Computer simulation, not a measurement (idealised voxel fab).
Process module name: voxel transistor to metal
Pictured: cross-section cut, 295 nm wide, on a grid of 5 nm square cells.
Just so we're on the same page, the cross-sections are grids of square cells, and they're listed out in bands top to bottom, each band one or more rows deep.
Heights first: top, then bottom, in nm. Then materials, left to right, each with a width in nm. "throughout" on a single material: fills the band edge to edge. "air": empty space.
Height datum 0, below which the as-received substrate wafer is one material. Lowest band open at the bottom, running downward: "0 nm and below".
Width "30..40": first value at the band's top row of cells, second value at its bottom row, equal change from row to row.
When a step is marked "nothing was modified", none of the cells in the cross-section changed during that step.
What "Unvented cavities" gives you is every empty space of 8 cells or more that is cut off from the top. Each appears as width x height at distance, with the distance taken from the left edge and width, height and distance all in nm.
Note: text after step settings on the step line = simulator remark on that step.
The "overlay nm" setting may appear on a step's line; for a step that uses a mask, it gives how far to the right of its planned position the mask lay, and a negative value indicates the left.
### plan
- 1: RECEIVE: material Si
- 2: CONFORMAL_DEP: material SiO2, thk nm 5
- 3: CONFORMAL_DEP: material SiN, thk nm 15
- 4: PATTERN: tone cover, mask id ACTIVE, material resist, width nm 105, pitch nm 130, thk nm 20, overlay nm 0
- 5: DIRECTIONAL_ETCH: etch materials SiN, depth nm 15
- 6: DIRECTIONAL_ETCH: etch materials SiO2, depth nm 5
- 7: DIRECTIONAL_ETCH: etch materials Si, depth nm 30
- 8: STRIP: etch materials resist
- 9: OXIDIZE: depth nm 5
- 10: FILL_DEP: material SiO2, thk nm 15
- 11: CMP: height nm 20
- 12: SELECTIVE_ETCH: etch materials SiO2, depth nm 15
- 13: STRIP: etch materials SiN
- 14: SELECTIVE_ETCH: etch materials SiO2, depth nm 5
- 15: OXIDIZE: depth nm 5
- 16: DIRECTIONAL_DEP: material polySi, thk nm 25
- 17: DIRECTIONAL_DEP: material SiCN, thk nm 15
- 18: DIRECTIONAL_DEP: material aC, thk nm 10
- 19: PATTERN: tone cover, mask id GATE, material resist, width nm 25, pitch nm 130, thk nm 25, overlay nm 0
- 20: DIRECTIONAL_ETCH: etch materials aC, depth nm 10
- 21: STRIP: etch materials resist
- 22: DIRECTIONAL_ETCH: etch materials SiCN, depth nm 25
- 23: DIRECTIONAL_ETCH: etch materials polySi, depth nm 35
- 24: STRIP: etch materials aC
- 25: CONFORMAL_DEP: material SiN, thk nm 5
- 26: DIRECTIONAL_ETCH: etch materials SiN, depth nm 5
- 27: DIRECTIONAL_ETCH: etch materials SiO2, depth nm 5
- 28: DIRECTIONAL_ETCH: etch materials Si, depth nm 10
- 29: EPI: material nSi, thk nm 15
- 30: FILL_DEP: material SiO2, thk nm 5
- 31: CMP: height nm 40
- 32: DIRECTIONAL_DEP: material SiO2, thk nm 10
- 33: PATTERN: tone open, mask id CONTACT, material resist, width nm 30, pitch nm 65, thk nm 15, overlay nm 0
- 34: DIRECTIONAL_ETCH: etch materials SiO2, depth nm 50
- 35: STRIP: etch materials resist
- 36: CONFORMAL_DEP: material TiN, thk nm 5
- 37: FILL_DEP: material W, thk nm 5
- 38: CMP: height nm 50
- 39: DIRECTIONAL_DEP: material TiN, thk nm 5
- 40: DIRECTIONAL_DEP: material Ru, thk nm 15
- 41: MASKED_ETCH: tone cover, mask id METAL_1, width nm 15, etch materials Ru, depth nm 15, overlay nm 0
- 42: MASKED_ETCH: tone cover, mask id METAL_1, width nm 15, etch materials TiN, depth nm 5, overlay nm 0
- 43: CONFORMAL_DEP: material SiN, thk nm 5
- 44: FILL_DEP: material SiO2, thk nm 5
- 45: CMP: height nm 70
- 46: CONFORMAL_DEP: material SiCN, thk nm 5
- 47: DIRECTIONAL_DEP: material SiO2, thk nm 25
- 48: DIRECTIONAL_DEP: material aC, thk nm 10
- 49: PATTERN: tone open, mask id METAL_2, material resist, width nm 15, pitch nm 130, thk nm 30, overlay nm 0
- 50: DIRECTIONAL_ETCH: etch materials aC, depth nm 10
- 51: STRIP: etch materials resist
- 52: DIRECTIONAL_ETCH: etch materials SiO2, depth nm 15
- 53: STRIP: etch materials aC
- 54: MASKED_ETCH: tone open, mask id METAL_2_HOLES, width nm 15, pitch nm 130, etch materials SiO2, depth nm 10, overlay nm 0
- 55: MASKED_ETCH: tone open, mask id METAL_2_HOLES, width nm 15, pitch nm 130, etch materials SiCN, depth nm 5, overlay nm 0
- 56: CONFORMAL_DEP: material TiN, thk nm 5
- 57: FILL_DEP: material Ru, thk nm 10
- 58: CMP: height nm 100
- 59: CONFORMAL_DEP: material SiN, thk nm 5
### Wafer at receipt (post step 1), cross-section
> 0 nm and below = Si throughout
> Unvented cavities: none
### first wafer at the end, as planned
> 105 nm to 100 nm = SiN throughout
> 100 nm to 75 nm = SiO2: 35; TiN: 5; Ru: 5; TiN: 5; SiO2: 115; TiN: 5; Ru: 5; TiN: 5; SiO2: 115
> 75 nm to 70 nm = SiCN: 35; TiN: 15; SiCN: 115; TiN: 15; SiCN: 115
> 70 nm to 55 nm = SiO2: 30; SiN: 5; Ru: 15; SiN: 5; SiO2: 55; SiN: 5; Ru: 15; SiN: 5; SiO2: 25; SiN: 5; Ru: 15; SiN: 5; SiO2: 55; SiN: 5; Ru: 15; SiN: 5; SiO2: 30
> 55 nm to 50 nm = SiN: 35; TiN: 15; SiN: 65; TiN: 15; SiN: 35; TiN: 15; SiN: 65; TiN: 15; SiN: 35
> 50 nm to 40 nm = SiO2: 35; TiN: 5; W: 20; TiN: 5; SiO2: 35; TiN: 5; W: 20; TiN: 5; SiO2: 35; TiN: 5; W: 20; TiN: 5; SiO2: 35; TiN: 5; W: 20; TiN: 5; SiO2: 35
> 40 nm to 25 nm = SiO2: 35; TiN: 5; W: 20; TiN: 5; SiN: 5; SiCN: 25; SiN: 5; TiN: 5; W: 20; TiN: 5; SiO2: 35; TiN: 5; W: 20; TiN: 5; SiN: 5; SiCN: 25; SiN: 5; TiN: 5; W: 20; TiN: 5; SiO2: 35
> 25 nm to 15 nm = SiO2: 35; TiN: 5; W: 20; TiN: 5; SiN: 5; polySi: 25; SiN: 5; TiN: 5; W: 20; TiN: 5; SiO2: 35; TiN: 5; W: 20; TiN: 5; SiN: 5; polySi: 25; SiN: 5; TiN: 5; W: 20; TiN: 5; SiO2: 35
> 15 nm to 10 nm = SiO2: 35; TiN: 5; W: 5; TiN: 20; SiN: 5; polySi: 25; SiN: 5; TiN: 20; W: 5; TiN: 5; SiO2: 35; TiN: 5; W: 5; TiN: 20; SiN: 5; polySi: 25; SiN: 5; TiN: 20; W: 5; TiN: 5; SiO2: 35
> 10 nm to 5 nm = SiO2: 35; TiN: 5; W: 5; TiN: 5; nSi: 15; SiN: 5; polySi: 25; SiN: 5; nSi: 15; TiN: 5; W: 5; TiN: 5; SiO2: 35; TiN: 5; W: 5; TiN: 5; nSi: 15; SiN: 5; polySi: 25; SiN: 5; nSi: 15; TiN: 5; W: 5; TiN: 5; SiO2: 35
> 5 nm to 0 nm = SiO2: 35; TiN: 15; nSi: 15; SiN: 5; polySi: 25; SiN: 5; nSi: 15; TiN: 15; SiO2: 35; TiN: 15; nSi: 15; SiN: 5; polySi: 25; SiN: 5; nSi: 15; TiN: 15; SiO2: 35
> 0 nm to -5 nm = SiO2: 30; nSi: 35; SiO2: 35; nSi: 35; SiO2: 25; nSi: 35; SiO2: 35; nSi: 35; SiO2: 30
> -5 nm to -15 nm = SiO2: 35; nSi: 30; Si: 35; nSi: 30; SiO2: 35; nSi: 30; Si: 35; nSi: 30; SiO2: 35
> -15 nm to -35 nm = SiO2: 35; Si: 95; SiO2: 35; Si: 95; SiO2: 35
> -35 nm and below = Si throughout
> Unvented cavities: none
### End of module, second wafer, cross-section. Started like the first, planned like the first, run with one mistake
> 105 nm to 100 nm = SiN throughout
> 100 nm to 75 nm = SiO2: 35; TiN: 5; Ru: 5; TiN: 5; SiO2: 115; TiN: 5; Ru: 5; TiN: 5; SiO2: 115
> 75 nm to 70 nm = SiCN: 35; TiN: 15; SiCN: 115; TiN: 15; SiCN: 115
> 70 nm to 55 nm = SiO2: 30; SiN: 5; Ru: 15; SiN: 5; SiO2: 55; SiN: 5; Ru: 15; SiN: 5; SiO2: 25; SiN: 5; Ru: 15; SiN: 5; SiO2: 55; SiN: 5; Ru: 15; SiN: 5; SiO2: 30
> 55 nm to 50 nm = SiN: 35; TiN: 15; SiN: 65; TiN: 15; SiN: 35; TiN: 15; SiN: 65; TiN: 15; SiN: 35
> 50 nm to 40 nm = SiO2: 35; TiN: 5; W: 20; TiN: 5; SiO2: 35; TiN: 5; W: 20; TiN: 5; SiO2: 35; TiN: 5; W: 20; TiN: 5; SiO2: 35; TiN: 5; W: 20; TiN: 5; SiO2: 35
> 40 nm to 25 nm = SiO2: 35; TiN: 5; W: 20; TiN: 5; SiN: 5; SiCN: 25; SiN: 5; TiN: 5; W: 20; TiN: 5; SiO2: 35; TiN: 5; W: 20; TiN: 5; SiN: 5; SiCN: 25; SiN: 5; TiN: 5; W: 20; TiN: 5; SiO2: 35
> 25 nm to 15 nm = SiO2: 35; TiN: 5; W: 20; TiN: 5; SiN: 5; polySi: 25; SiN: 5; TiN: 5; W: 20; TiN: 5; SiO2: 35; TiN: 5; W: 20; TiN: 5; SiN: 5; polySi: 25; SiN: 5; TiN: 5; W: 20; TiN: 5; SiO2: 35
> 15 nm to 10 nm = SiO2: 35; TiN: 5; W: 5; TiN: 20; SiN: 5; polySi: 25; SiN: 5; TiN: 20; W: 5; TiN: 5; SiO2: 35; TiN: 5; W: 5; TiN: 20; SiN: 5; polySi: 25; SiN: 5; TiN: 20; W: 5; TiN: 5; SiO2: 35
> 10 nm to 5 nm = SiO2: 35; TiN: 5; W: 5; TiN: 5; nSi: 15; SiN: 5; polySi: 25; SiN: 5; nSi: 15; TiN: 5; W: 5; TiN: 5; SiO2: 35; TiN: 5; W: 5; TiN: 5; nSi: 15; SiN: 5; polySi: 25; SiN: 5; nSi: 15; TiN: 5; W: 5; TiN: 5; SiO2: 35
> 5 nm to 0 nm = SiO2: 35; TiN: 15; nSi: 15; SiN: 5; polySi: 25; SiN: 5; nSi: 15; TiN: 15; SiO2: 35; TiN: 15; nSi: 15; SiN: 5; polySi: 25; SiN: 5; nSi: 15; TiN: 15; SiO2: 35
> 0 nm to -5 nm = SiO2: 35; nSi: 30; SiO2: 35; nSi: 30; SiO2: 35; nSi: 30; SiO2: 35; nSi: 30; SiO2: 35
> -5 nm to -15 nm = SiO2: 40; nSi: 25; Si: 35; nSi: 25; SiO2: 45; nSi: 25; Si: 35; nSi: 25; SiO2: 40
> -15 nm to -40 nm = SiO2: 40; Si: 85; SiO2: 45; Si: 85; SiO2: 40
> -40 nm and below = Si throughout
> Unvented cavities: none
What broke from the plan during processing? step 9 was processed under conditions differing from the plan, specifically as OXIDIZE: depth nm 10
FYI, end of process, the second wafer has more or fewer cells of some materials than the first: Si -41, SiO2 +53, nSi -12
